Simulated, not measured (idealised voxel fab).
process module | voxel capacitor over wiring
cross-section cut | 205 nm wide | cells 5 nm
A cross-section is a grid of square cells, given in bands from the top down. A band is one or more rows of cells.
Each band's line starts with the height of the band's top and of its bottom, in nm. Then come its materials from left to right, each with its width in nm. One material with "throughout" fills the band from edge to edge. "air" is empty space.
Height 0 is the level under which the wafer as received is all one material. The lowest band goes on downwards, as in "0 down".
A width such as "30 to 40" changes by the same amount from each row of cells to the next, from the band's top row to its bottom row.
"no change" after a step means that no cell of the cross-section changed.
closed voids: empty space of 8 cells or more with no open way to the top, each as width x height at its distance from the left edge, in nm
after a step's settings: what the simulator itself notes on the step
overlay nm, on a step with a mask: how far to the right of its planned place the mask lay; to the left if negative
plan
1 op RECEIVE | material Si
2 op CONFORMAL_DEP | material SiO2 | thk nm 10
3 op CONFORMAL_DEP | material SiCN | thk nm 5
4 op DIRECTIONAL_DEP | material lowk | thk nm 25
5 op MASKED_ETCH | tone open | mask id METAL_1 | width nm 25 | pitch nm 90 | etch materials lowk | depth nm 25 | overlay nm 0
6 op MASKED_ETCH | tone open | mask id METAL_1 | width nm 25 | pitch nm 90 | etch materials SiCN | depth nm 5 | overlay nm 0
7 op CONFORMAL_DEP | material TiN | thk nm 5
8 op FILL_DEP | material Cu | thk nm 5
9 op CMP | height nm 40
10 op CONFORMAL_DEP | material SiCN | thk nm 5
11 op DIRECTIONAL_DEP | material lowk | thk nm 10
12 op MASKED_ETCH | tone open | mask id PLUG_1 | width nm 15 | etch materials lowk | depth nm 10 | overlay nm 0
13 op MASKED_ETCH | tone open | mask id PLUG_1 | width nm 15 | etch materials SiCN | depth nm 5 | overlay nm 0
14 op CONFORMAL_DEP | material TiN | thk nm 5
15 op FILL_DEP | material Ru | thk nm 5
16 op CMP | height nm 55
17 op DIRECTIONAL_DEP | material TiN | thk nm 10
18 op DIRECTIONAL_DEP | material SiN | thk nm 5
19 op DIRECTIONAL_DEP | material TiN | thk nm 10
20 op PATTERN | tone cover | mask id UPPER_PLATE | material resist | width nm 70 | thk nm 15 | overlay nm 0
21 op DIRECTIONAL_ETCH | etch materials TiN | depth nm 10
22 op DIRECTIONAL_ETCH | etch materials SiN | depth nm 5
23 op STRIP | etch materials resist
24 op PATTERN | tone cover | mask id LOWER_PLATE | material resist | width nm 80 | thk nm 20 | overlay nm 0
25 op DIRECTIONAL_ETCH | etch materials TiN | depth nm 10
26 op STRIP | etch materials resist
27 op FILL_DEP | material SiO2 | thk nm 20
28 op CMP | height nm 95
29 op PATTERN | tone open | mask id PLUG_2 | material resist | width nm 15 | thk nm 20 | overlay nm 0
30 op DIRECTIONAL_ETCH | etch materials SiO2 | depth nm 15
31 op STRIP | etch materials resist
32 op CONFORMAL_DEP | material TiN | thk nm 5
33 op FILL_DEP | material Ru | thk nm 10
34 op CMP | height nm 95
35 op CONFORMAL_DEP | material SiN | thk nm 5
as received, after step 1
  0 down: Si throughout
  closed voids: none
a wafer at the end: this start, this plan, one mistake
  100 to 95: SiN throughout
  95 to 85: SiO2 60 | TiN 5 | Ru 15 | TiN 5 | SiO2 120
  85 to 80: SiO2 60 | TiN 25 | SiO2 120
  80 to 70: SiO2 55 | TiN 70 | SiO2 80
  70 to 65: SiO2 55 | SiN 70 | SiO2 80
  65 to 55: SiO2 50 | TiN 80 | SiO2 75
  55 to 45: lowk 55 | TiN 5 | Ru 5 | TiN 5 | lowk 135
  45 to 40: SiCN 55 | TiN 15 | SiCN 135
  40 to 15: lowk 45 | TiN 5 | Cu 15 | TiN 5 | lowk 65 | TiN 5 | Cu 15 | TiN 5 | lowk 45
  15 to 10: SiCN 45 | TiN 25 | SiCN 65 | TiN 25 | SiCN 45
  10 to 0: SiO2 throughout
  0 down: Si throughout
  closed voids: none
what went wrong: step 29 ran as: op PATTERN | tone open | mask id PLUG_2 | material resist | width nm 25 | thk nm 20 | overlay nm 0
